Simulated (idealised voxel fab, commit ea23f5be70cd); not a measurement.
You're looking at the process module voxel tone inversion.
Displayed cross-section: cut, width of 220 nm, square cells sized 5 nm.
Cross-section spec: square-cell grid; bands listed top down; each band is one or more rows. This entry defines a band. It first specifies the height of the band's top and the height of its bottom in nm, and then specifies the band's materials from left to right, stating each material with its width in nm. The word "throughout" identifies a single material that fills the band from edge to edge, while the word "empty" identifies empty space. Note: height 0 marks the level under which the wafer is uniformly one material as received. Lowest band unbounded below, written "z 0 and below". Width: "30..40" (first number = top row, second number = bottom row, same change from row to row of cells). Take "changes: none" at face value: in the step it is given for, the cross-section changed in none of its cells. Empty spaces counting at least 8 cells and having no open way to the top are listed in "Closed cavities". The notation width x height at distance is used for each, the distance being from the left edge and all three values in nm. Text after the settings on a step's line: the simulator's own remark on that step. overlay nm, on a step with a mask: how far to the right of its planned place the mask lay; to the left if negative.
-- Below is the list of planned process steps
- 1: RECEIVE (material Si)
- 2: CONFORMAL_DEP (material SiN; thk nm 10)
- 3: DIRECTIONAL_DEP (material polySi; thk nm 25)
- 4: PATTERN (tone cover; mask id POSTS; material resist; width nm 20; pitch nm 45; thk nm 30; overlay nm 0)
- 5: DIRECTIONAL_ETCH (etch materials polySi; depth nm 25)
- 6: STRIP (etch materials resist)
- 7: FILL_DEP (material lowk; thk nm 10)
- 8: CMP (height nm 35)
- 9: STRIP (etch materials polySi)
- 10: CONFORMAL_DEP (material TiN; thk nm 5)
- 11: FILL_DEP (material Cu; thk nm 5)
- 12: CMP (height nm 35)
- 13: CONFORMAL_DEP (material SiCN; thk nm 5)
-- Cross-section, incoming material, after step 1
* z 0 and below | Si throughout
* Closed cavities: none
-- Cross-section, end of module. Start: as above. Plan: as above. Execution: one mistake
* z 40 to 35 | SiCN throughout
* z 35 to 15 | lowk 30 | TiN 5 | Cu 10 | TiN 5 | lowk 25 | TiN 5 | Cu 10 | TiN 5 | lowk 25 | TiN 5 | Cu 10 | TiN 5 | lowk 25 | TiN 5 | Cu 10 | TiN 5 | lowk 35
* z 15 to 10 | lowk 30 | TiN 20 | lowk 25 | TiN 20 | lowk 25 | TiN 20 | lowk 25 | TiN 20 | lowk 35
* z 10 to 0 | Cu throughout
* z 0 and below | Si throughout
* Closed cavities: none
Heads up, the wafer didn't run the way we planned it: step 2 was run on a setting that differed from the plan, and what really ran there is CONFORMAL_DEP (material Cu; thk nm 10)
